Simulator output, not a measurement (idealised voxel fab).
process module | voxel self aligned vias
cross-section cut | 225 nm wide | cells 5 nm
A cross-section is a grid of square cells, given in bands from the top down. A band is one or more rows of cells.
Each band's line starts with the height of the band's top and of its bottom, in nm. Then come its materials from left to right, each with its width in nm. One material with "throughout" fills the band from edge to edge. "air" is empty space.
Height 0 is the level under which the wafer as received is all one material. The lowest band goes on downwards, as in "0 down".
A width such as "30 to 40" changes by the same amount from each row of cells to the next, from the band's top row to its bottom row.
"no change" after a step means that no cell of the cross-section changed.
closed voids: empty space of 8 cells or more with no open way to the top, each as width x height at its distance from the left edge, in nm
after a step's settings: what the simulator itself notes on the step
overlay nm, on a step with a mask: how far to the right of its planned place the mask lay; to the left if negative
plan
1 op RECEIVE | material Si
2 op CONFORMAL_DEP | material SiO2 | thk nm 15
3 op CONFORMAL_DEP | material SiCN | thk nm 5
4 op DIRECTIONAL_DEP | material SiO2 | thk nm 20
5 op DIRECTIONAL_DEP | material aC | thk nm 15
6 op PATTERN | tone open | mask id LINES | material resist | width nm 20 | pitch nm 50 | thk nm 35 | overlay nm 0
7 op DIRECTIONAL_ETCH | etch materials aC | depth nm 15
8 op STRIP | etch materials resist
9 op DIRECTIONAL_ETCH | etch materials SiO2 | depth nm 20
10 op STRIP | etch materials aC
11 op CONFORMAL_DEP | material TiN | thk nm 5
12 op FILL_DEP | material W | thk nm 5
13 op CMP | height nm 40
14 op SELECTIVE_ETCH | etch materials W Ru TiN | depth nm 5
15 op FILL_DEP | material SiN | thk nm 5
16 op CMP | height nm 40
17 op DIRECTIONAL_DEP | material SiO2 | thk nm 15
18 op DIRECTIONAL_DEP | material aC | thk nm 15
19 op PATTERN | tone open | mask id VIAS | material resist | width nm 30 | pitch nm 50 | thk nm 30 | overlay nm 0
20 op DIRECTIONAL_ETCH | etch materials aC | depth nm 15
21 op STRIP | etch materials resist
22 op DIRECTIONAL_ETCH | etch materials SiO2 | depth nm 15
23 op DIRECTIONAL_ETCH | etch materials SiN | depth nm 5
24 op STRIP | etch materials aC
25 op CONFORMAL_DEP | material TiN | thk nm 5
26 op FILL_DEP | material Cu | thk nm 10
27 op CMP | height nm 55
28 op CONFORMAL_DEP | material SiCN | thk nm 5
first wafer, as planned
as received, after step 1
  0 down: Si throughout
  closed voids: none
after step 2
  15 to 0: SiO2 throughout
  below 0: unchanged
after step 3
  20 to 15: SiCN throughout
  below 15: unchanged
after step 4
  40 to 20: SiO2 throughout
  below 20: unchanged
after step 5
  55 to 40: aC throughout
  below 40: unchanged
after step 6
  90 to 55: resist 75 | air 20 | resist 30 | air 20 | resist 80
  below 55: unchanged
after step 7
  75 to 55: resist 75 | air 20 | resist 30 | air 20 | resist 80
  55 to 40: aC 75 | air 20 | aC 30 | air 20 | aC 80
  below 40: unchanged
after step 8
  55 to 40: aC 75 | air 20 | aC 30 | air 20 | aC 80
  below 40: unchanged
after step 9
  55 to 40: aC 75 | air 20 | aC 30 | air 20 | aC 80
  40 to 20: SiO2 75 | air 20 | SiO2 30 | air 20 | SiO2 80
  below 20: unchanged
after step 10
  40 to 20: SiO2 75 | air 20 | SiO2 30 | air 20 | SiO2 80
  below 20: unchanged
after step 11
  45 to 40: TiN 80 | air 10 | TiN 40 | air 10 | TiN 85
  40 to 25: SiO2 75 | TiN 5 | air 10 | TiN 5 | SiO2 30 | TiN 5 | air 10 | TiN 5 | SiO2 80
  25 to 20: SiO2 75 | TiN 20 | SiO2 30 | TiN 20 | SiO2 80
  below 20: unchanged
after step 12
  50 to 45: W throughout
  45 to 40: TiN 80 | W 10 | TiN 40 | W 10 | TiN 85
  40 to 25: SiO2 75 | TiN 5 | W 10 | TiN 5 | SiO2 30 | TiN 5 | W 10 | TiN 5 | SiO2 80
  below 25: unchanged
after step 13
  40 to 25: SiO2 75 | TiN 5 | W 10 | TiN 5 | SiO2 30 | TiN 5 | W 10 | TiN 5 | SiO2 80
  below 25: unchanged
after step 14
  40 to 35: SiO2 75 | air 20 | SiO2 30 | air 20 | SiO2 80
  below 35: unchanged
after step 15
  45 to 40: SiN throughout
  40 to 35: SiO2 75 | SiN 20 | SiO2 30 | SiN 20 | SiO2 80
  below 35: unchanged
after step 16
  40 to 35: SiO2 75 | SiN 20 | SiO2 30 | SiN 20 | SiO2 80
  below 35: unchanged
after step 17
  55 to 40: SiO2 throughout
  below 40: unchanged
after step 18
  70 to 55: aC throughout
  below 55: unchanged
after step 19
  100 to 70: resist 70 | air 30 | resist 20 | air 30 | resist 75
  below 70: unchanged
after step 20
  85 to 70: resist 70 | air 30 | resist 20 | air 30 | resist 75
  70 to 55: aC 70 | air 30 | aC 20 | air 30 | aC 75
  below 55: unchanged
after step 21
  70 to 55: aC 70 | air 30 | aC 20 | air 30 | aC 75
  below 55: unchanged
after step 22
  70 to 55: aC 70 | air 30 | aC 20 | air 30 | aC 75
  55 to 40: SiO2 70 | air 30 | SiO2 20 | air 30 | SiO2 75
  below 40: unchanged
after step 23
  70 to 55: aC 70 | air 30 | aC 20 | air 30 | aC 75
  55 to 40: SiO2 70 | air 30 | SiO2 20 | air 30 | SiO2 75
  40 to 35: SiO2 75 | air 20 | SiO2 30 | air 20 | SiO2 80
  below 35: unchanged
after step 24
  55 to 40: SiO2 70 | air 30 | SiO2 20 | air 30 | SiO2 75
  below 40: unchanged
after step 25
  60 to 55: TiN 75 | air 20 | TiN 30 | air 20 | TiN 80
  55 to 45: SiO2 70 | TiN 5 | air 20 | TiN 5 | SiO2 20 | TiN 5 | air 20 | TiN 5 | SiO2 75
  45 to 40: SiO2 70 | TiN 10 | air 10 | TiN 10 | SiO2 20 | TiN 10 | air 10 | TiN 10 | SiO2 75
  40 to 35: SiO2 75 | TiN 20 | SiO2 30 | TiN 20 | SiO2 80
  below 35: unchanged
after step 26
  70 to 60: Cu throughout
  60 to 55: TiN 75 | Cu 20 | TiN 30 | Cu 20 | TiN 80
  55 to 45: SiO2 70 | TiN 5 | Cu 20 | TiN 5 | SiO2 20 | TiN 5 | Cu 20 | TiN 5 | SiO2 75
  45 to 40: SiO2 70 | TiN 10 | Cu 10 | TiN 10 | SiO2 20 | TiN 10 | Cu 10 | TiN 10 | SiO2 75
  below 40: unchanged
after step 27
  55 to 45: SiO2 70 | TiN 5 | Cu 20 | TiN 5 | SiO2 20 | TiN 5 | Cu 20 | TiN 5 | SiO2 75
  below 45: unchanged
after step 28
  60 to 55: SiCN throughout
  below 55: unchanged
second wafer: like start, like plan, one mistake. Through step 26 it matches the first wafer
when step 27 should have ended: no change
when step 28 should have ended
  75 to 70: SiCN throughout
  below 70: unchanged
what went wrong: step 27 was left out
at the end the second wafer has, in cells: 98 more of Cu | 37 more of TiN
